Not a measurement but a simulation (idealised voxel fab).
The following process module bears the name voxel tone inversion.
We display cut, a cross-section 160 nm in width whose square cells are each 5 nm.
In what follows, cross-sections appear as grids of square cells, described through bands that run from the top down, where every band is one or more rows of cells.
Band entry format. Leading values: height of top, height of bottom, nm. Remainder: materials in left-to-right order, each with its width in nm. Special words: "everywhere" on a single material, which then fills the band edge to edge; "air", empty space.
Heights from 0 (as-received wafer is one material below). Bottom band endless downward, as "0 down".
It should be noted that a width expressed as "30..40" varies in equal increments from row to row of cells within the band, taking the value of the first number at the top row and that of the second number at the bottom row.
The designation "everything unchanged", where it is given for a processing step, indicates that no cell of the cross-section was altered in the course of that step.
"Non-vented voids" - sealed voids, min. 8 cells, no opening to top; format: width x height at distance (distance from left edge; nm throughout).
On each step's line, the part that comes after the settings is the simulator's own comment on the step.
overlay nm: right-of-plan distance of the mask on a masked step; negative values mean left-of-plan.
## The following list gives the planned process steps
step 1: RECEIVE [material Si]
step 2: CONFORMAL_DEP [material SiN] [thk nm 10]
step 3: DIRECTIONAL_DEP [material aC] [thk nm 15]
step 4: PATTERN [tone cover] [mask id POSTS] [material resist] [width nm 15] [pitch nm 40] [thk nm 20] [overlay nm 0]
step 5: DIRECTIONAL_ETCH [etch materials aC] [depth nm 15]
step 6: STRIP [etch materials resist]
step 7: FILL_DEP [material SiO2] [thk nm 5]
step 8: CMP [height nm 25]
step 9: STRIP [etch materials aC]
Among the wafers covered here, the point of difference is the depth nm at step 5; their starting state is shared, and the plan presents the value of the first wafer.
## First of several wafers, received after step 1, in cross-section
* 0 down | Si everywhere
* Non-vented voids: none
## End-of-module cross-section, first of several wafers, after last step 9
* 25 to 10 | SiO2: 30; air: 15; SiO2: 25; air: 15; SiO2: 25; air: 15; SiO2: 35
* 10 to 0 | SiN everywhere
* 0 down | Si everywhere
* Non-vented voids: none
## Wafer cross-section (last wafer, module end)
* 25 to 20 | SiO2 everywhere
* 20 to 10 | SiO2: 30; aC: 15; SiO2: 25; aC: 15; SiO2: 25; aC: 15; SiO2: 35
* 10 to 0 | SiN everywhere
* 0 down | Si everywhere
* Non-vented voids: none
## Each row below is a wafer at the end of the module, listing for every material the number of cells it has gained (+) or lost (-) since it was received, followed by its closed voids
depth nm 15, +64 SiN, +69 SiO2, Non-vented voids: none
depth nm 20, +64 SiN, +69 SiO2, Non-vented voids: none
depth nm 25, +64 SiN, +78 SiO2, +18 aC, Non-vented voids: none
